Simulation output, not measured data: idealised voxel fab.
process module | voxel wiring stack
cross-section cut | 205 nm wide | cells 5 nm
A cross-section is a grid of square cells, given in bands from the top down. A band is one or more rows of cells.
Each band's line starts with the height of the band's top and of its bottom, in nm. Then come its materials from left to right, each with its width in nm. One material with "throughout" fills the band from edge to edge. "air" is empty space.
Height 0 is the level under which the wafer as received is all one material. The lowest band goes on downwards, as in "0 down".
A width such as "30 to 40" changes by the same amount from each row of cells to the next, from the band's top row to its bottom row.
"no change" after a step means that no cell of the cross-section changed.
closed voids: empty space of 8 cells or more with no open way to the top, each as width x height at its distance from the left edge, in nm
after a step's settings: what the simulator itself notes on the step
overlay nm, on a step with a mask: how far to the right of its planned place the mask lay; to the left if negative
plan
1 op RECEIVE | material Si
2 op CONFORMAL_DEP | material SiO2 | thk nm 10
3 op CONFORMAL_DEP | material SiCN | thk nm 5
4 op DIRECTIONAL_DEP | material lowk | thk nm 25
5 op DIRECTIONAL_DEP | material aC | thk nm 15
6 op PATTERN | tone open | mask id METAL_1 | material resist | width nm 20 | pitch nm 45 | thk nm 35 | overlay nm 0
7 op DIRECTIONAL_ETCH | etch materials aC | depth nm 15
8 op STRIP | etch materials resist
9 op DIRECTIONAL_ETCH | etch materials lowk | depth nm 25
10 op DIRECTIONAL_ETCH | etch materials SiCN | depth nm 5
11 op STRIP | etch materials aC
12 op CONFORMAL_DEP | material TiN | thk nm 5
13 op FILL_DEP | material Ru | thk nm 5
14 op CMP | height nm 40
15 op CONFORMAL_DEP | material SiCN | thk nm 5
16 op DIRECTIONAL_DEP | material lowk | thk nm 15
17 op DIRECTIONAL_DEP | material aC | thk nm 10
18 op PATTERN | tone open | mask id PLUG_1 | material resist | width nm 15 | thk nm 25 | overlay nm 0
19 op DIRECTIONAL_ETCH | etch materials aC | depth nm 10
20 op STRIP | etch materials resist
21 op DIRECTIONAL_ETCH | etch materials lowk | depth nm 15
22 op DIRECTIONAL_ETCH | etch materials SiCN | depth nm 5
23 op STRIP | etch materials aC
24 op CONFORMAL_DEP | material TiN | thk nm 5
25 op FILL_DEP | material Ru | thk nm 10
26 op CMP | height nm 60
27 op DIRECTIONAL_DEP | material TiN | thk nm 5
28 op DIRECTIONAL_DEP | material Ru | thk nm 20
29 op DIRECTIONAL_DEP | material aC | thk nm 10
30 op PATTERN | tone cover | mask id METAL_2 | material resist | width nm 20 | pitch nm 45 | thk nm 25 | overlay nm 0
31 op DIRECTIONAL_ETCH | etch materials aC | depth nm 10
32 op STRIP | etch materials resist
33 op DIRECTIONAL_ETCH | etch materials Ru | depth nm 20
34 op DIRECTIONAL_ETCH | etch materials TiN | depth nm 5
35 op STRIP | etch materials aC
36 op CONFORMAL_DEP | material SiCN | thk nm 5
37 op FILL_DEP | material lowk | thk nm 5
38 op CMP | height nm 85
39 op CONFORMAL_DEP | material SiCN | thk nm 5
40 op DIRECTIONAL_DEP | material lowk | thk nm 10
41 op PATTERN | tone open | mask id PLUG_2 | material resist | width nm 15 | pitch nm 45 | thk nm 15 | overlay nm 0
42 op DIRECTIONAL_ETCH | etch materials lowk | depth nm 10
43 op DIRECTIONAL_ETCH | etch materials SiCN | depth nm 5
44 op STRIP | etch materials resist
45 op CONFORMAL_DEP | material TiN | thk nm 5
46 op FILL_DEP | material Cu | thk nm 5
47 op CMP | height nm 100
48 op DIRECTIONAL_DEP | material TiN | thk nm 5
49 op DIRECTIONAL_DEP | material Ru | thk nm 15
50 op DIRECTIONAL_DEP | material aC | thk nm 15
51 op PATTERN | tone cover | mask id METAL_3 | material resist | width nm 20 | pitch nm 45 | thk nm 30 | overlay nm 0
52 op DIRECTIONAL_ETCH | etch materials aC | depth nm 15
53 op STRIP | etch materials resist
54 op DIRECTIONAL_ETCH | etch materials Ru | depth nm 15
55 op DIRECTIONAL_ETCH | etch materials TiN | depth nm 5
56 op STRIP | etch materials aC
57 op FILL_DEP | material lowk | thk nm 5
58 op CMP | height nm 120
59 op CONFORMAL_DEP | material SiN | thk nm 5
first wafer, as planned
as received, after step 1
  0 down: Si throughout
  closed voids: none
after step 2
  10 to 0: SiO2 throughout
  below 0: unchanged
after step 3
  15 to 10: SiCN throughout
  below 10: unchanged
after step 4
  40 to 15: lowk throughout
  below 15: unchanged
after step 5
  55 to 40: aC throughout
  below 40: unchanged
after step 6
  90 to 55: resist 70 | air 20 | resist 25 | air 20 | resist 70
  below 55: unchanged
after step 7
  75 to 55: resist 70 | air 20 | resist 25 | air 20 | resist 70
  55 to 40: aC 70 | air 20 | aC 25 | air 20 | aC 70
  below 40: unchanged
after step 8
  55 to 40: aC 70 | air 20 | aC 25 | air 20 | aC 70
  below 40: unchanged
after step 9
  55 to 40: aC 70 | air 20 | aC 25 | air 20 | aC 70
  40 to 15: lowk 70 | air 20 | lowk 25 | air 20 | lowk 70
  below 15: unchanged
after step 10
  55 to 40: aC 70 | air 20 | aC 25 | air 20 | aC 70
  40 to 15: lowk 70 | air 20 | lowk 25 | air 20 | lowk 70
  15 to 10: SiCN 70 | air 20 | SiCN 25 | air 20 | SiCN 70
  below 10: unchanged
after step 11
  40 to 15: lowk 70 | air 20 | lowk 25 | air 20 | lowk 70
  below 15: unchanged
after step 12
  45 to 40: TiN 75 | air 10 | TiN 35 | air 10 | TiN 75
  40 to 15: lowk 70 | TiN 5 | air 10 | TiN 5 | lowk 25 | TiN 5 | air 10 | TiN 5 | lowk 70
  15 to 10: SiCN 70 | TiN 20 | SiCN 25 | TiN 20 | SiCN 70
  below 10: unchanged
after step 13
  50 to 45: Ru throughout
  45 to 40: TiN 75 | Ru 10 | TiN 35 | Ru 10 | TiN 75
  40 to 15: lowk 70 | TiN 5 | Ru 10 | TiN 5 | lowk 25 | TiN 5 | Ru 10 | TiN 5 | lowk 70
  below 15: unchanged
after step 14
  40 to 15: lowk 70 | TiN 5 | Ru 10 | TiN 5 | lowk 25 | TiN 5 | Ru 10 | TiN 5 | lowk 70
  below 15: unchanged
after step 15
  45 to 40: SiCN throughout
  below 40: unchanged
after step 16
  60 to 45: lowk throughout
  below 45: unchanged
after step 17
  70 to 60: aC throughout
  below 60: unchanged
after step 18
  95 to 70: resist 70 | air 15 | resist 120
  below 70: unchanged
after step 19
  85 to 70: resist 70 | air 15 | resist 120
  70 to 60: aC 70 | air 15 | aC 120
  below 60: unchanged
after step 20
  70 to 60: aC 70 | air 15 | aC 120
  below 60: unchanged
after step 21
  70 to 60: aC 70 | air 15 | aC 120
  60 to 45: lowk 70 | air 15 | lowk 120
  below 45: unchanged
after step 22
  70 to 60: aC 70 | air 15 | aC 120
  60 to 45: lowk 70 | air 15 | lowk 120
  45 to 40: SiCN 70 | air 15 | SiCN 120
  below 40: unchanged
after step 23
  60 to 45: lowk 70 | air 15 | lowk 120
  below 45: unchanged
after step 24
  65 to 60: TiN 75 | air 5 | TiN 125
  60 to 45: lowk 70 | TiN 5 | air 5 | TiN 5 | lowk 120
  45 to 40: SiCN 70 | TiN 15 | SiCN 120
  below 40: unchanged
after step 25
  75 to 65: Ru throughout
  65 to 60: TiN 75 | Ru 5 | TiN 125
  60 to 45: lowk 70 | TiN 5 | Ru 5 | TiN 5 | lowk 120
  below 45: unchanged
after step 26
  60 to 45: lowk 70 | TiN 5 | Ru 5 | TiN 5 | lowk 120
  below 45: unchanged
after step 27
  65 to 60: TiN throughout
  below 60: unchanged
after step 28
  85 to 65: Ru throughout
  below 65: unchanged
after step 29
  95 to 85: aC throughout
  below 85: unchanged
after step 30
  120 to 95: air 70 | resist 20 | air 25 | resist 20 | air 70
  below 95: unchanged
after step 31
  110 to 95: air 70 | resist 20 | air 25 | resist 20 | air 70
  95 to 85: air 70 | aC 20 | air 25 | aC 20 | air 70
  below 85: unchanged
after step 32
  95 to 85: air 70 | aC 20 | air 25 | aC 20 | air 70
  below 85: unchanged
after step 33
  95 to 85: air 70 | aC 20 | air 25 | aC 20 | air 70
  85 to 65: air 70 | Ru 20 | air 25 | Ru 20 | air 70
  below 65: unchanged
after step 34
  95 to 85: air 70 | aC 20 | air 25 | aC 20 | air 70
  85 to 65: air 70 | Ru 20 | air 25 | Ru 20 | air 70
  65 to 60: air 70 | TiN 20 | air 25 | TiN 20 | air 70
  below 60: unchanged
after step 35
  85 to 65: air 70 | Ru 20 | air 25 | Ru 20 | air 70
  below 65: unchanged
after step 36
  90 to 85: air 65 | SiCN 30 | air 15 | SiCN 30 | air 65
  85 to 65: air 65 | SiCN 5 | Ru 20 | SiCN 5 | air 15 | SiCN 5 | Ru 20 | SiCN 5 | air 65
  65 to 60: SiCN 70 | TiN 20 | SiCN 25 | TiN 20 | SiCN 70
  below 60: unchanged
after step 37
  95 to 90: lowk throughout
  90 to 85: lowk 65 | SiCN 30 | lowk 15 | SiCN 30 | lowk 65
  85 to 65: lowk 65 | SiCN 5 | Ru 20 | SiCN 5 | lowk 15 | SiCN 5 | Ru 20 | SiCN 5 | lowk 65
  below 65: unchanged
after step 38
  85 to 65: lowk 65 | SiCN 5 | Ru 20 | SiCN 5 | lowk 15 | SiCN 5 | Ru 20 | SiCN 5 | lowk 65
  below 65: unchanged
after step 39
  90 to 85: SiCN throughout
  below 85: unchanged
after step 40
  100 to 90: lowk throughout
  below 90: unchanged
after step 41
  115 to 100: resist 70 | air 15 | resist 30 | air 15 | resist 75
  below 100: unchanged
after step 42
  115 to 100: resist 70 | air 15 | resist 30 | air 15 | resist 75
  100 to 90: lowk 70 | air 15 | lowk 30 | air 15 | lowk 75
  below 90: unchanged
after step 43
  115 to 100: resist 70 | air 15 | resist 30 | air 15 | resist 75
  100 to 90: lowk 70 | air 15 | lowk 30 | air 15 | lowk 75
  90 to 85: SiCN 70 | air 15 | SiCN 30 | air 15 | SiCN 75
  below 85: unchanged
after step 44
  100 to 90: lowk 70 | air 15 | lowk 30 | air 15 | lowk 75
  below 90: unchanged
after step 45
  105 to 100: TiN 75 | air 5 | TiN 40 | air 5 | TiN 80
  100 to 90: lowk 70 | TiN 5 | air 5 | TiN 5 | lowk 30 | TiN 5 | air 5 | TiN 5 | lowk 75
  90 to 85: SiCN 70 | TiN 15 | SiCN 30 | TiN 15 | SiCN 75
  below 85: unchanged
after step 46
  110 to 105: Cu throughout
  105 to 100: TiN 75 | Cu 5 | TiN 40 | Cu 5 | TiN 80
  100 to 90: lowk 70 | TiN 5 | Cu 5 | TiN 5 | lowk 30 | TiN 5 | Cu 5 | TiN 5 | lowk 75
  below 90: unchanged
after step 47
  100 to 90: lowk 70 | TiN 5 | Cu 5 | TiN 5 | lowk 30 | TiN 5 | Cu 5 | TiN 5 | lowk 75
  below 90: unchanged
after step 48
  105 to 100: TiN throughout
  below 100: unchanged
after step 49
  120 to 105: Ru throughout
  below 105: unchanged
after step 50
  135 to 120: aC throughout
  below 120: unchanged
after step 51
  165 to 135: air 70 | resist 20 | air 25 | resist 20 | air 70
  below 135: unchanged
after step 52
  150 to 135: air 70 | resist 20 | air 25 | resist 20 | air 70
  135 to 120: air 70 | aC 20 | air 25 | aC 20 | air 70
  below 120: unchanged
after step 53
  135 to 120: air 70 | aC 20 | air 25 | aC 20 | air 70
  below 120: unchanged
after step 54
  135 to 120: air 70 | aC 20 | air 25 | aC 20 | air 70
  120 to 105: air 70 | Ru 20 | air 25 | Ru 20 | air 70
  below 105: unchanged
after step 55
  135 to 120: air 70 | aC 20 | air 25 | aC 20 | air 70
  120 to 105: air 70 | Ru 20 | air 25 | Ru 20 | air 70
  105 to 100: air 70 | TiN 20 | air 25 | TiN 20 | air 70
  below 100: unchanged
after step 56
  120 to 105: air 70 | Ru 20 | air 25 | Ru 20 | air 70
  below 105: unchanged
after step 57
  125 to 120: lowk throughout
  120 to 105: lowk 70 | Ru 20 | lowk 25 | Ru 20 | lowk 70
  105 to 100: lowk 70 | TiN 20 | lowk 25 | TiN 20 | lowk 70
  below 100: unchanged
after step 58
  120 to 105: lowk 70 | Ru 20 | lowk 25 | Ru 20 | lowk 70
  below 105: unchanged
after step 59
  125 to 120: SiN throughout
  below 120: unchanged
second wafer: like start, like plan, one mistake. Through step 24 it matches the first wafer
when step 25 should have ended
  85 to 65: Ru throughout
  65 to 60: TiN 75 | Ru 5 | TiN 125
  60 to 45: lowk 70 | TiN 5 | Ru 5 | TiN 5 | lowk 120
  below 45: unchanged
when step 26 should have ended
  60 to 45: lowk 70 | TiN 5 | Ru 5 | TiN 5 | lowk 120
  below 45: unchanged
when step 27 should have ended
  65 to 60: TiN throughout
  below 60: unchanged
when step 28 should have ended
  85 to 65: Ru throughout
  below 65: unchanged
when step 29 should have ended
  95 to 85: aC throughout
  below 85: unchanged
when step 30 should have ended
  120 to 95: air 70 | resist 20 | air 25 | resist 20 | air 70
  below 95: unchanged
when step 31 should have ended
  110 to 95: air 70 | resist 20 | air 25 | resist 20 | air 70
  95 to 85: air 70 | aC 20 | air 25 | aC 20 | air 70
  below 85: unchanged
when step 32 should have ended
  95 to 85: air 70 | aC 20 | air 25 | aC 20 | air 70
  below 85: unchanged
when step 33 should have ended
  95 to 85: air 70 | aC 20 | air 25 | aC 20 | air 70
  85 to 65: air 70 | Ru 20 | air 25 | Ru 20 | air 70
  below 65: unchanged
when step 34 should have ended
  95 to 85: air 70 | aC 20 | air 25 | aC 20 | air 70
  85 to 65: air 70 | Ru 20 | air 25 | Ru 20 | air 70
  65 to 60: air 70 | TiN 20 | air 25 | TiN 20 | air 70
  below 60: unchanged
when step 35 should have ended
  85 to 65: air 70 | Ru 20 | air 25 | Ru 20 | air 70
  below 65: unchanged
when step 36 should have ended
  90 to 85: air 65 | SiCN 30 | air 15 | SiCN 30 | air 65
  85 to 65: air 65 | SiCN 5 | Ru 20 | SiCN 5 | air 15 | SiCN 5 | Ru 20 | SiCN 5 | air 65
  65 to 60: SiCN 70 | TiN 20 | SiCN 25 | TiN 20 | SiCN 70
  below 60: unchanged
when step 37 should have ended
  95 to 90: lowk throughout
  90 to 85: lowk 65 | SiCN 30 | lowk 15 | SiCN 30 | lowk 65
  85 to 65: lowk 65 | SiCN 5 | Ru 20 | SiCN 5 | lowk 15 | SiCN 5 | Ru 20 | SiCN 5 | lowk 65
  below 65: unchanged
when step 38 should have ended
  85 to 65: lowk 65 | SiCN 5 | Ru 20 | SiCN 5 | lowk 15 | SiCN 5 | Ru 20 | SiCN 5 | lowk 65
  below 65: unchanged
when step 39 should have ended
  90 to 85: SiCN throughout
  below 85: unchanged
when step 40 should have ended
  100 to 90: lowk throughout
  below 90: unchanged
when step 41 should have ended
  115 to 100: resist 70 | air 15 | resist 30 | air 15 | resist 75
  below 100: unchanged
when step 42 should have ended
  115 to 100: resist 70 | air 15 | resist 30 | air 15 | resist 75
  100 to 90: lowk 70 | air 15 | lowk 30 | air 15 | lowk 75
  below 90: unchanged
when step 43 should have ended
  115 to 100: resist 70 | air 15 | resist 30 | air 15 | resist 75
  100 to 90: lowk 70 | air 15 | lowk 30 | air 15 | lowk 75
  90 to 85: SiCN 70 | air 15 | SiCN 30 | air 15 | SiCN 75
  below 85: unchanged
when step 44 should have ended
  100 to 90: lowk 70 | air 15 | lowk 30 | air 15 | lowk 75
  below 90: unchanged
when step 45 should have ended
  105 to 100: TiN 75 | air 5 | TiN 40 | air 5 | TiN 80
  100 to 90: lowk 70 | TiN 5 | air 5 | TiN 5 | lowk 30 | TiN 5 | air 5 | TiN 5 | lowk 75
  90 to 85: SiCN 70 | TiN 15 | SiCN 30 | TiN 15 | SiCN 75
  below 85: unchanged
when step 46 should have ended
  110 to 105: Cu throughout
  105 to 100: TiN 75 | Cu 5 | TiN 40 | Cu 5 | TiN 80
  100 to 90: lowk 70 | TiN 5 | Cu 5 | TiN 5 | lowk 30 | TiN 5 | Cu 5 | TiN 5 | lowk 75
  below 90: unchanged
when step 47 should have ended
  100 to 90: lowk 70 | TiN 5 | Cu 5 | TiN 5 | lowk 30 | TiN 5 | Cu 5 | TiN 5 | lowk 75
  below 90: unchanged
when step 48 should have ended
  105 to 100: TiN throughout
  below 100: unchanged
when step 49 should have ended
  120 to 105: Ru throughout
  below 105: unchanged
when step 50 should have ended
  135 to 120: aC throughout
  below 120: unchanged
when step 51 should have ended
  165 to 135: air 70 | resist 20 | air 25 | resist 20 | air 70
  below 135: unchanged
when step 52 should have ended
  150 to 135: air 70 | resist 20 | air 25 | resist 20 | air 70
  135 to 120: air 70 | aC 20 | air 25 | aC 20 | air 70
  below 120: unchanged
when step 53 should have ended
  135 to 120: air 70 | aC 20 | air 25 | aC 20 | air 70
  below 120: unchanged
when step 54 should have ended
  135 to 120: air 70 | aC 20 | air 25 | aC 20 | air 70
  120 to 105: air 70 | Ru 20 | air 25 | Ru 20 | air 70
  below 105: unchanged
when step 55 should have ended
  135 to 120: air 70 | aC 20 | air 25 | aC 20 | air 70
  120 to 105: air 70 | Ru 20 | air 25 | Ru 20 | air 70
  105 to 100: air 70 | TiN 20 | air 25 | TiN 20 | air 70
  below 100: unchanged
when step 56 should have ended
  120 to 105: air 70 | Ru 20 | air 25 | Ru 20 | air 70
  below 105: unchanged
when step 57 should have ended
  125 to 120: lowk throughout
  120 to 105: lowk 70 | Ru 20 | lowk 25 | Ru 20 | lowk 70
  105 to 100: lowk 70 | TiN 20 | lowk 25 | TiN 20 | lowk 70
  below 100: unchanged
when step 58 should have ended
  120 to 105: lowk 70 | Ru 20 | lowk 25 | Ru 20 | lowk 70
  below 105: unchanged
when step 59 should have ended
  125 to 120: SiN throughout
  below 120: unchanged
what went wrong: step 25 was run twice
at the end the two cross-sections are the same: no effect in what this model computes
